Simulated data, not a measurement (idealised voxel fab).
The process module presented herein is designated voxel lift off.
cross-section cut | 165 nm wide | cells 5 nm
Heads up, the way a cross-section reads in here is a grid of square cells, handed over as bands from the top down, with every band being one or more rows of cells.
Heads up on the band format: heights come first, top then bottom, in nm. After that it's the materials left to right, each with its width in nm. A single material flagged "all across" fills the whole band edge to edge, and "blank" means there's empty space there.
Below 0: as-received wafer, all one material; heights counted from there. Lowest band: no bottom, goes on down, written "0 -> down".
Graded width ("30..40"): value in top row of band = first number; value in bottom row = second number; row-to-row change constant.
Given "nothing was modified" for a step, no cell of the cross-section differs between before and after that step.
What "Tabulated closed voids" gives you is every empty space of 8 cells or more that is cut off from the top. Each appears as width x height at distance, with the distance taken from the left edge and width, height and distance all in nm.
The remark found on a step's line after its settings is issued by the simulator itself and pertains to that step.
What "overlay nm" on a step's line means: if the step has a mask, that mask lay this far to the right of its planned place, or, when the value is negative, to the left.
## Set out below are the planned steps of the process
1. RECEIVE,material Si
2. CONFORMAL_DEP,material SiO2,thk nm 10
3. PATTERN,tone open,mask id LINES,material resist,width nm 15,pitch nm 30,thk nm 25,overlay nm 0
4. DIRECTIONAL_DEP,material Ru,thk nm 5
5. STRIP,etch materials resist
6. CONFORMAL_DEP,material SiO2,thk nm 5
Across this set of wafers, the varied parameter is the thk nm of step 4. Starting conditions are identical for every wafer, and the plan reports the value assigned to the first wafer.
## Received condition of the first of several wafers, sectioned: post-step 1
0 -> down: Si all across
Tabulated closed voids: none
## Here is the cross-section of the first of several wafers at the end of the module, after its last step, step 6
20 -> 15: 25 nm blank | 25 nm SiO2 | 5 nm blank | 25 nm SiO2 | 5 nm blank | 25 nm SiO2 | 5 nm blank | 25 nm SiO2 | 25 nm blank
15 -> 10: 30 nm SiO2 | 15 nm Ru | 15 nm SiO2 | 15 nm Ru | 15 nm SiO2 | 15 nm Ru | 15 nm SiO2 | 15 nm Ru | 30 nm SiO2
10 -> 0: SiO2 all across
0 -> down: Si all across
Tabulated closed voids: none
## Of the several wafers, the last: cross-section at the end of the module
35 -> 30: 25 nm blank | 25 nm SiO2 | 5 nm blank | 25 nm SiO2 | 5 nm blank | 25 nm SiO2 | 5 nm blank | 25 nm SiO2 | 25 nm blank
30 -> 15: 25 nm blank | 5 nm SiO2 | 15 nm Ru | 5 nm SiO2 | 5 nm blank | 5 nm SiO2 | 15 nm Ru | 5 nm SiO2 | 5 nm blank | 5 nm SiO2 | 15 nm Ru | 5 nm SiO2 | 5 nm blank | 5 nm SiO2 | 15 nm Ru | 5 nm SiO2 | 25 nm blank
15 -> 10: 30 nm SiO2 | 15 nm Ru | 15 nm SiO2 | 15 nm Ru | 15 nm SiO2 | 15 nm Ru | 15 nm SiO2 | 15 nm Ru | 30 nm SiO2
10 -> 0: SiO2 all across
0 -> down: Si all across
Tabulated closed voids: none
## Basically each wafer gets a line in the table, showing it at the end of the module: material by material, the cells it gained (+) or lost (-) since we got it, then its closed voids
thk nm 5, +12 Ru, +107 SiO2, Tabulated closed voids: none
thk nm 10, +24 Ru, +115 SiO2, Tabulated closed voids: none
thk nm 15, +36 Ru, +123 SiO2, Tabulated closed voids: none
thk nm 20, +48 Ru, +131 SiO2, Tabulated closed voids: none
